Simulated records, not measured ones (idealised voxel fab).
This section sets out a process module, namely voxel wiring stack.
Xsec cut, 205 nm wide, square cell size 5 nm.
In this document a cross-section is written as a grid of square cells. It is given as a series of bands, listed from the top down, and a band is one or more rows of cells.
Top, bottom (nm), then materials left to right with widths (nm); lone material tagged "all across" fills the whole band edge to edge; "air" = empty space.
Height datum 0, below which the as-received substrate wafer is one material. Lowest band open at the bottom, running downward: "z 0 and below".
When a width is written as two numbers, as in "30..40", the first number is the width in the top row of cells of the band and the second is the width in its bottom row, and the width changes by the same amount from each row to the next.
For the purposes of this document, the phrase "all unchanged" attached to a step denotes that no cell within the cross-section was modified by that step.
The entry titled "Closed cavities" provides the empty spaces that have no open way to the top, restricted to those of 8 cells or more. Each is presented as width x height at distance, the distance being measured from the left edge, with all three in nm.
Step line, after settings: the simulator's comment on this step.
"overlay nm", when on a step's line for a step with a mask, measures how far to the right of its planned place the mask lay; a negative measure means to the left.

**The following list gives the planned process steps**
- 1: RECEIVE with material Si
- 2: CONFORMAL_DEP with material SiO2, thk nm 10
- 3: CONFORMAL_DEP with material SiCN, thk nm 5
- 4: DIRECTIONAL_DEP with material lowk, thk nm 25
- 5: DIRECTIONAL_DEP with material aC, thk nm 15
- 6: PATTERN with tone open, mask id METAL_1, material resist, width nm 20, pitch nm 45, thk nm 35, overlay nm 0
- 7: DIRECTIONAL_ETCH with etch materials aC, depth nm 15
- 8: STRIP with etch materials resist
- 9: DIRECTIONAL_ETCH with etch materials lowk, depth nm 25
- 10: DIRECTIONAL_ETCH with etch materials SiCN, depth nm 5
- 11: STRIP with etch materials aC
- 12: CONFORMAL_DEP with material TiN, thk nm 5
- 13: FILL_DEP with material Ru, thk nm 5
- 14: CMP with height nm 40
- 15: CONFORMAL_DEP with material SiCN, thk nm 5
- 16: DIRECTIONAL_DEP with material lowk, thk nm 15
- 17: DIRECTIONAL_DEP with material aC, thk nm 10
- 18: PATTERN with tone open, mask id PLUG_1, material resist, width nm 15, thk nm 25, overlay nm 0
- 19: DIRECTIONAL_ETCH with etch materials aC, depth nm 10
- 20: STRIP with etch materials resist
- 21: DIRECTIONAL_ETCH with etch materials lowk, depth nm 15
- 22: DIRECTIONAL_ETCH with etch materials SiCN, depth nm 5
- 23: STRIP with etch materials aC
- 24: CONFORMAL_DEP with material TiN, thk nm 5
- 25: FILL_DEP with material Ru, thk nm 10
- 26: CMP with height nm 60
- 27: DIRECTIONAL_DEP with material TiN, thk nm 5
- 28: DIRECTIONAL_DEP with material Ru, thk nm 20
- 29: DIRECTIONAL_DEP with material aC, thk nm 10
- 30: PATTERN with tone cover, mask id METAL_2, material resist, width nm 20, pitch nm 45, thk nm 25, overlay nm 0
- 31: DIRECTIONAL_ETCH with etch materials aC, depth nm 10
- 32: STRIP with etch materials resist
- 33: DIRECTIONAL_ETCH with etch materials Ru, depth nm 20
- 34: DIRECTIONAL_ETCH with etch materials TiN, depth nm 5
- 35: STRIP with etch materials aC
- 36: CONFORMAL_DEP with material SiCN, thk nm 5
- 37: FILL_DEP with material lowk, thk nm 5
- 38: CMP with height nm 85
- 39: CONFORMAL_DEP with material SiCN, thk nm 5
- 40: DIRECTIONAL_DEP with material lowk, thk nm 10
- 41: PATTERN with tone open, mask id PLUG_2, material resist, width nm 15, pitch nm 45, thk nm 15, overlay nm 0
- 42: DIRECTIONAL_ETCH with etch materials lowk, depth nm 10
- 43: DIRECTIONAL_ETCH with etch materials SiCN, depth nm 5
- 44: STRIP with etch materials resist
- 45: CONFORMAL_DEP with material TiN, thk nm 5
- 46: FILL_DEP with material Cu, thk nm 5
- 47: CMP with height nm 100
- 48: DIRECTIONAL_DEP with material TiN, thk nm 5
- 49: DIRECTIONAL_DEP with material Ru, thk nm 15
- 50: DIRECTIONAL_DEP with material aC, thk nm 15
- 51: PATTERN with tone cover, mask id METAL_3, material resist, width nm 20, pitch nm 45, thk nm 30, overlay nm 0
- 52: DIRECTIONAL_ETCH with etch materials aC, depth nm 15
- 53: STRIP with etch materials resist
- 54: DIRECTIONAL_ETCH with etch materials Ru, depth nm 15
- 55: DIRECTIONAL_ETCH with etch materials TiN, depth nm 5
- 56: STRIP with etch materials aC
- 57: FILL_DEP with material lowk, thk nm 5
- 58: CMP with height nm 120
- 59: CONFORMAL_DEP with material SiN, thk nm 5

**First of the two wafers, run per plan**

**Cross-section, incoming material, after step 1**
* z 0 and below = Si all across
* Closed cavities: none

**You're looking at a cross-section of the wafer after step 2**
* z 10 to 0 = SiO2 all across
* Heights below 0 show no change.

**You're looking at a cross-section of the wafer after step 3**
* z 15 to 10 = SiCN all across
* Heights below 10 show no change.

**You're looking at a cross-section of the wafer after step 4**
* z 40 to 15 = lowk all across
* Heights below 15 show no change.

**You're looking at a cross-section of the wafer after step 5**
* z 55 to 40 = aC all across
* Heights below 40 show no change.

**You're looking at a cross-section of the wafer after step 6**
* z 90 to 55 = resist=70 | air=20 | resist=25 | air=20 | resist=70
* Heights below 55 show no change.

**You're looking at a cross-section of the wafer after step 7**
* z 75 to 55 = resist=70 | air=20 | resist=25 | air=20 | resist=70
* z 55 to 40 = aC=70 | air=20 | aC=25 | air=20 | aC=70
* Heights below 40 show no change.

**You're looking at a cross-section of the wafer after step 8**
* z 55 to 40 = aC=70 | air=20 | aC=25 | air=20 | aC=70
* Heights below 40 show no change.

**You're looking at a cross-section of the wafer after step 9**
* z 55 to 40 = aC=70 | air=20 | aC=25 | air=20 | aC=70
* z 40 to 15 = lowk=70 | air=20 | lowk=25 | air=20 | lowk=70
* Heights below 15 show no change.

**You're looking at a cross-section of the wafer after step 10**
* z 55 to 40 = aC=70 | air=20 | aC=25 | air=20 | aC=70
* z 40 to 15 = lowk=70 | air=20 | lowk=25 | air=20 | lowk=70
* z 15 to 10 = SiCN=70 | air=20 | SiCN=25 | air=20 | SiCN=70
* Heights below 10 show no change.

**You're looking at a cross-section of the wafer after step 11**
* z 40 to 15 = lowk=70 | air=20 | lowk=25 | air=20 | lowk=70
* Heights below 15 show no change.

**You're looking at a cross-section of the wafer after step 12**
* z 45 to 40 = TiN=75 | air=10 | TiN=35 | air=10 | TiN=75
* z 40 to 15 = lowk=70 | TiN=5 | air=10 | TiN=5 | lowk=25 | TiN=5 | air=10 | TiN=5 | lowk=70
* z 15 to 10 = SiCN=70 | TiN=20 | SiCN=25 | TiN=20 | SiCN=70
* Heights below 10 show no change.

**You're looking at a cross-section of the wafer after step 13**
* z 50 to 45 = Ru all across
* z 45 to 40 = TiN=75 | Ru=10 | TiN=35 | Ru=10 | TiN=75
* z 40 to 15 = lowk=70 | TiN=5 | Ru=10 | TiN=5 | lowk=25 | TiN=5 | Ru=10 | TiN=5 | lowk=70
* Heights below 15 show no change.

**You're looking at a cross-section of the wafer after step 14**
* z 40 to 15 = lowk=70 | TiN=5 | Ru=10 | TiN=5 | lowk=25 | TiN=5 | Ru=10 | TiN=5 | lowk=70
* Heights below 15 show no change.

**You're looking at a cross-section of the wafer after step 15**
* z 45 to 40 = SiCN all across
* Heights below 40 show no change.

**You're looking at a cross-section of the wafer after step 16**
* z 60 to 45 = lowk all across
* Heights below 45 show no change.

**You're looking at a cross-section of the wafer after step 17**
* z 70 to 60 = aC all across
* Heights below 60 show no change.

**You're looking at a cross-section of the wafer after step 18**
* z 95 to 70 = resist=70 | air=15 | resist=120
* Heights below 70 show no change.

**You're looking at a cross-section of the wafer after step 19**
* z 85 to 70 = resist=70 | air=15 | resist=120
* z 70 to 60 = aC=70 | air=15 | aC=120
* Heights below 60 show no change.

**You're looking at a cross-section of the wafer after step 20**
* z 70 to 60 = aC=70 | air=15 | aC=120
* Heights below 60 show no change.

**You're looking at a cross-section of the wafer after step 21**
* z 70 to 60 = aC=70 | air=15 | aC=120
* z 60 to 45 = lowk=70 | air=15 | lowk=120
* Heights below 45 show no change.

**You're looking at a cross-section of the wafer after step 22**
* z 70 to 60 = aC=70 | air=15 | aC=120
* z 60 to 45 = lowk=70 | air=15 | lowk=120
* z 45 to 40 = SiCN=70 | air=15 | SiCN=120
* Heights below 40 show no change.

**You're looking at a cross-section of the wafer after step 23**
* z 60 to 45 = lowk=70 | air=15 | lowk=120
* Heights below 45 show no change.

**You're looking at a cross-section of the wafer after step 24**
* z 65 to 60 = TiN=75 | air=5 | TiN=125
* z 60 to 45 = lowk=70 | TiN=5 | air=5 | TiN=5 | lowk=120
* z 45 to 40 = SiCN=70 | TiN=15 | SiCN=120
* Heights below 40 show no change.

**You're looking at a cross-section of the wafer after step 25**
* z 75 to 65 = Ru all across
* z 65 to 60 = TiN=75 | Ru=5 | TiN=125
* z 60 to 45 = lowk=70 | TiN=5 | Ru=5 | TiN=5 | lowk=120
* Heights below 45 show no change.

**You're looking at a cross-section of the wafer after step 26**
* z 60 to 45 = lowk=70 | TiN=5 | Ru=5 | TiN=5 | lowk=120
* Heights below 45 show no change.

**You're looking at a cross-section of the wafer after step 27**
* z 65 to 60 = TiN all across
* Heights below 60 show no change.

**You're looking at a cross-section of the wafer after step 28**
* z 85 to 65 = Ru all across
* Heights below 65 show no change.

**You're looking at a cross-section of the wafer after step 29**
* z 95 to 85 = aC all across
* Heights below 85 show no change.

**You're looking at a cross-section of the wafer after step 30**
* z 120 to 95 = air=70 | resist=20 | air=25 | resist=20 | air=70
* Heights below 95 show no change.

**You're looking at a cross-section of the wafer after step 31**
* z 110 to 95 = air=70 | resist=20 | air=25 | resist=20 | air=70
* z 95 to 85 = air=70 | aC=20 | air=25 | aC=20 | air=70
* Heights below 85 show no change.

**You're looking at a cross-section of the wafer after step 32**
* z 95 to 85 = air=70 | aC=20 | air=25 | aC=20 | air=70
* Heights below 85 show no change.

**You're looking at a cross-section of the wafer after step 33**
* z 95 to 85 = air=70 | aC=20 | air=25 | aC=20 | air=70
* z 85 to 65 = air=70 | Ru=20 | air=25 | Ru=20 | air=70
* Heights below 65 show no change.

**You're looking at a cross-section of the wafer after step 34**
* z 95 to 85 = air=70 | aC=20 | air=25 | aC=20 | air=70
* z 85 to 65 = air=70 | Ru=20 | air=25 | Ru=20 | air=70
* z 65 to 60 = air=70 | TiN=20 | air=25 | TiN=20 | air=70
* Heights below 60 show no change.

**You're looking at a cross-section of the wafer after step 35**
* z 85 to 65 = air=70 | Ru=20 | air=25 | Ru=20 | air=70
* Heights below 65 show no change.

**You're looking at a cross-section of the wafer after step 36**
* z 90 to 85 = air=65 | SiCN=30 | air=15 | SiCN=30 | air=65
* z 85 to 65 = air=65 | SiCN=5 | Ru=20 | SiCN=5 | air=15 | SiCN=5 | Ru=20 | SiCN=5 | air=65
* z 65 to 60 = SiCN=70 | TiN=20 | SiCN=25 | TiN=20 | SiCN=70
* Heights below 60 show no change.

**You're looking at a cross-section of the wafer after step 37**
* z 95 to 90 = lowk all across
* z 90 to 85 = lowk=65 | SiCN=30 | lowk=15 | SiCN=30 | lowk=65
* z 85 to 65 = lowk=65 | SiCN=5 | Ru=20 | SiCN=5 | lowk=15 | SiCN=5 | Ru=20 | SiCN=5 | lowk=65
* Heights below 65 show no change.

**You're looking at a cross-section of the wafer after step 38**
* z 85 to 65 = lowk=65 | SiCN=5 | Ru=20 | SiCN=5 | lowk=15 | SiCN=5 | Ru=20 | SiCN=5 | lowk=65
* Heights below 65 show no change.

**You're looking at a cross-section of the wafer after step 39**
* z 90 to 85 = SiCN all across
* Heights below 85 show no change.

**You're looking at a cross-section of the wafer after step 40**
* z 100 to 90 = lowk all across
* Heights below 90 show no change.

**You're looking at a cross-section of the wafer after step 41**
* z 115 to 100 = resist=70 | air=15 | resist=30 | air=15 | resist=75
* Heights below 100 show no change.

**You're looking at a cross-section of the wafer after step 42**
* z 115 to 100 = resist=70 | air=15 | resist=30 | air=15 | resist=75
* z 100 to 90 = lowk=70 | air=15 | lowk=30 | air=15 | lowk=75
* Heights below 90 show no change.

**You're looking at a cross-section of the wafer after step 43**
* z 115 to 100 = resist=70 | air=15 | resist=30 | air=15 | resist=75
* z 100 to 90 = lowk=70 | air=15 | lowk=30 | air=15 | lowk=75
* z 90 to 85 = SiCN=70 | air=15 | SiCN=30 | air=15 | SiCN=75
* Heights below 85 show no change.

**You're looking at a cross-section of the wafer after step 44**
* z 100 to 90 = lowk=70 | air=15 | lowk=30 | air=15 | lowk=75
* Heights below 90 show no change.

**You're looking at a cross-section of the wafer after step 45**
* z 105 to 100 = TiN=75 | air=5 | TiN=40 | air=5 | TiN=80
* z 100 to 90 = lowk=70 | TiN=5 | air=5 | TiN=5 | lowk=30 | TiN=5 | air=5 | TiN=5 | lowk=75
* z 90 to 85 = SiCN=70 | TiN=15 | SiCN=30 | TiN=15 | SiCN=75
* Heights below 85 show no change.

**You're looking at a cross-section of the wafer after step 46**
* z 110 to 105 = Cu all across
* z 105 to 100 = TiN=75 | Cu=5 | TiN=40 | Cu=5 | TiN=80
* z 100 to 90 = lowk=70 | TiN=5 | Cu=5 | TiN=5 | lowk=30 | TiN=5 | Cu=5 | TiN=5 | lowk=75
* Heights below 90 show no change.

**You're looking at a cross-section of the wafer after step 47**
* z 100 to 90 = lowk=70 | TiN=5 | Cu=5 | TiN=5 | lowk=30 | TiN=5 | Cu=5 | TiN=5 | lowk=75
* Heights below 90 show no change.

**You're looking at a cross-section of the wafer after step 48**
* z 105 to 100 = TiN all across
* Heights below 100 show no change.

**You're looking at a cross-section of the wafer after step 49**
* z 120 to 105 = Ru all across
* Heights below 105 show no change.

**You're looking at a cross-section of the wafer after step 50**
* z 135 to 120 = aC all across
* Heights below 120 show no change.

**You're looking at a cross-section of the wafer after step 51**
* z 165 to 135 = air=70 | resist=20 | air=25 | resist=20 | air=70
* Heights below 135 show no change.

**You're looking at a cross-section of the wafer after step 52**
* z 150 to 135 = air=70 | resist=20 | air=25 | resist=20 | air=70
* z 135 to 120 = air=70 | aC=20 | air=25 | aC=20 | air=70
* Heights below 120 show no change.

**You're looking at a cross-section of the wafer after step 53**
* z 135 to 120 = air=70 | aC=20 | air=25 | aC=20 | air=70
* Heights below 120 show no change.

**You're looking at a cross-section of the wafer after step 54**
* z 135 to 120 = air=70 | aC=20 | air=25 | aC=20 | air=70
* z 120 to 105 = air=70 | Ru=20 | air=25 | Ru=20 | air=70
* Heights below 105 show no change.

**You're looking at a cross-section of the wafer after step 55**
* z 135 to 120 = air=70 | aC=20 | air=25 | aC=20 | air=70
* z 120 to 105 = air=70 | Ru=20 | air=25 | Ru=20 | air=70
* z 105 to 100 = air=70 | TiN=20 | air=25 | TiN=20 | air=70
* Heights below 100 show no change.

**You're looking at a cross-section of the wafer after step 56**
* z 120 to 105 = air=70 | Ru=20 | air=25 | Ru=20 | air=70
* Heights below 105 show no change.

**You're looking at a cross-section of the wafer after step 57**
* z 125 to 120 = lowk all across
* z 120 to 105 = lowk=70 | Ru=20 | lowk=25 | Ru=20 | lowk=70
* z 105 to 100 = lowk=70 | TiN=20 | lowk=25 | TiN=20 | lowk=70
* Heights below 100 show no change.

**You're looking at a cross-section of the wafer after step 58**
* z 120 to 105 = lowk=70 | Ru=20 | lowk=25 | Ru=20 | lowk=70
* Heights below 105 show no change.

**You're looking at a cross-section of the wafer after step 59**
* z 125 to 120 = SiN all across
* Heights below 120 show no change.

**Second wafer, same starting state and plan as the first, one mistake in the run, identical through step 47**

**Cross-section of the second wafer corresponding to the planned conclusion of step 48**
* z 115 to 100 = Ru all across
* Heights below 100 show no change.

**Cross-section of the second wafer corresponding to the planned conclusion of step 49**
* z 120 to 115 = TiN all across
* Heights below 115 show no change.

**Cross-section of the second wafer corresponding to the planned conclusion of step 50**
* z 135 to 120 = aC all across
* Heights below 120 show no change.

**Cross-section of the second wafer corresponding to the planned conclusion of step 51**
* z 165 to 135 = air=70 | resist=20 | air=25 | resist=20 | air=70
* Heights below 135 show no change.

**Cross-section of the second wafer corresponding to the planned conclusion of step 52**
* z 150 to 135 = air=70 | resist=20 | air=25 | resist=20 | air=70
* z 135 to 120 = air=70 | aC=20 | air=25 | aC=20 | air=70
* Heights below 120 show no change.

**Cross-section of the second wafer corresponding to the planned conclusion of step 53**
* z 135 to 120 = air=70 | aC=20 | air=25 | aC=20 | air=70
* Heights below 120 show no change.

Cross-section of the second wafer corresponding to the planned conclusion of step 54: all unchanged

**Cross-section of the second wafer corresponding to the planned conclusion of step 55**
* z 135 to 120 = air=70 | aC=20 | air=25 | aC=20 | air=70
* z 120 to 115 = air=70 | TiN=20 | air=25 | TiN=20 | air=70
* Heights below 115 show no change.

**Cross-section of the second wafer corresponding to the planned conclusion of step 56**
* z 120 to 115 = air=70 | TiN=20 | air=25 | TiN=20 | air=70
* Heights below 115 show no change.

**Cross-section of the second wafer corresponding to the planned conclusion of step 57**
* z 125 to 120 = lowk all across
* z 120 to 115 = lowk=70 | TiN=20 | lowk=25 | TiN=20 | lowk=70
* Heights below 115 show no change.

**Cross-section of the second wafer corresponding to the planned conclusion of step 58**
* z 120 to 115 = lowk=70 | TiN=20 | lowk=25 | TiN=20 | lowk=70
* Heights below 115 show no change.

**Cross-section of the second wafer corresponding to the planned conclusion of step 59**
* z 125 to 120 = SiN all across
* Heights below 120 show no change.
Plan not followed: steps 48 and 49 run out of order (swapped)
Bottom line after processing is that, in cells, the second wafer is up or down on some materials versus the first: 99 more of Ru | 99 fewer of lowk
